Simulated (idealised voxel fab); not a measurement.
Module name: voxel ribs on slabs (process module)
Cross-section cut spans 265 nm and uses square cells 5 nm in size.
Bands, listed from the top down, are how a cross-section gets written in this document; the cross-section itself is a grid of square cells, and a band is one or more rows of them. Top, bottom (nm), then materials left to right with widths (nm); lone material tagged "edge to edge" fills the whole band edge to edge; "air" = empty space. Below 0: as-received wafer, all one material; heights counted from there. Lowest band: no bottom, goes on down, written "z 0 and below". The two numbers in a width such as "30..40" mark its ends across the band: the first belongs to the top row of cells, the second to the bottom row, and from each row to the next the width moves by the same amount. Basically "no alteration" means that step didn't change any cell in the cross-section. "Closed void entries" enumerates empty spaces isolated from the top, with no open way to it, that contain at least 8 cells, giving each as width x height at distance from the left edge, all three in nm. On each step's line, the part that comes after the settings is the simulator's own comment on the step. For masked steps, "overlay nm" on the step line gives how far right of plan the mask actually lay; a minus sign means it lay to the left.
[Process steps - plan]
step 1: op RECEIVE | material Si
step 2: op DIRECTIONAL_DEP | material SiO2 | thk nm 25
step 3: op DIRECTIONAL_DEP | material polySi | thk nm 15
step 4: op PATTERN | tone cover | mask id RIB | material resist | width nm 30 | thk nm 20 | overlay nm 0
step 5: op DIRECTIONAL_ETCH | etch materials polySi | depth nm 5
step 6: op STRIP | etch materials resist
step 7: op PATTERN | tone cover | mask id SLAB | material resist | width nm 70 | thk nm 15 | overlay nm -15
step 8: op DIRECTIONAL_ETCH | etch materials polySi | depth nm 10
step 9: op STRIP | etch materials resist
step 10: op FILL_DEP | material SiO2 | thk nm 15
step 11: op CMP | height nm 50
step 12: op DIRECTIONAL_DEP | material TiN | thk nm 5
step 13: op DIRECTIONAL_DEP | material aC | thk nm 15
step 14: op PATTERN | tone cover | mask id HEATER | material resist | width nm 40 | thk nm 35 | overlay nm 0
step 15: op DIRECTIONAL_ETCH | etch materials aC | depth nm 15
step 16: op STRIP | etch materials resist
step 17: op DIRECTIONAL_ETCH | etch materials TiN | depth nm 5
step 18: op STRIP | etch materials aC
step 19: op CONFORMAL_DEP | material SiO2 | thk nm 10
Across this set of wafers, the varied parameter is the overlay nm of step 7. Starting conditions are identical for every wafer, and the plan reports the value assigned to the first wafer.
[Cross-section of the first of several received wafers, showing its state after step 1]
	z 0 and below = Si edge to edge
	Closed void entries: none
[Cross-section of the first of several wafers, taken after step 19, where the module ends]
	z 65 to 60 = air (100); SiO2 (60); air (105)
	z 60 to 55 = SiO2 edge to edge
	z 55 to 50 = SiO2 (110); TiN (40); SiO2 (115)
	z 50 to 40 = SiO2 edge to edge
	z 40 to 35 = SiO2 (115); polySi (30); SiO2 (120)
	z 35 to 25 = SiO2 (80); polySi (70); SiO2 (115)
	z 25 to 0 = SiO2 edge to edge
	z 0 and below = Si edge to edge
	Closed void entries: none
[Cross-sectional depiction of the last of several wafers upon completion of the module]
	z 65 to 60 = air (100); SiO2 (60); air (105)
	z 60 to 55 = SiO2 edge to edge
	z 55 to 50 = SiO2 (110); TiN (40); SiO2 (115)
	z 50 to 40 = SiO2 edge to edge
	z 40 to 35 = SiO2 (115); polySi (30); SiO2 (120)
	z 35 to 25 = SiO2 (110); polySi (70); SiO2 (85)
	z 25 to 0 = SiO2 edge to edge
	z 0 and below = Si edge to edge
	Closed void entries: none
[The rows of the table below are wafers. Looking at the end of the module, a row counts, for every material, the cells the wafer has gained, shown as (+), or lost, shown as (-), since it was received; its closed voids come next]
overlay nm -15, +606 SiO2, +8 TiN, +34 polySi, Closed void entries: none
overlay nm -10, +606 SiO2, +8 TiN, +34 polySi, Closed void entries: none
overlay nm -5, +606 SiO2, +8 TiN, +34 polySi, Closed void entries: none
overlay nm 0, +606 SiO2, +8 TiN, +34 polySi, Closed void entries: none
overlay nm 5, +606 SiO2, +8 TiN, +34 polySi, Closed void entries: none
overlay nm 10, +606 SiO2, +8 TiN, +34 polySi, Closed void entries: none
overlay nm 15, +606 SiO2, +8 TiN, +34 polySi, Closed void entries: none
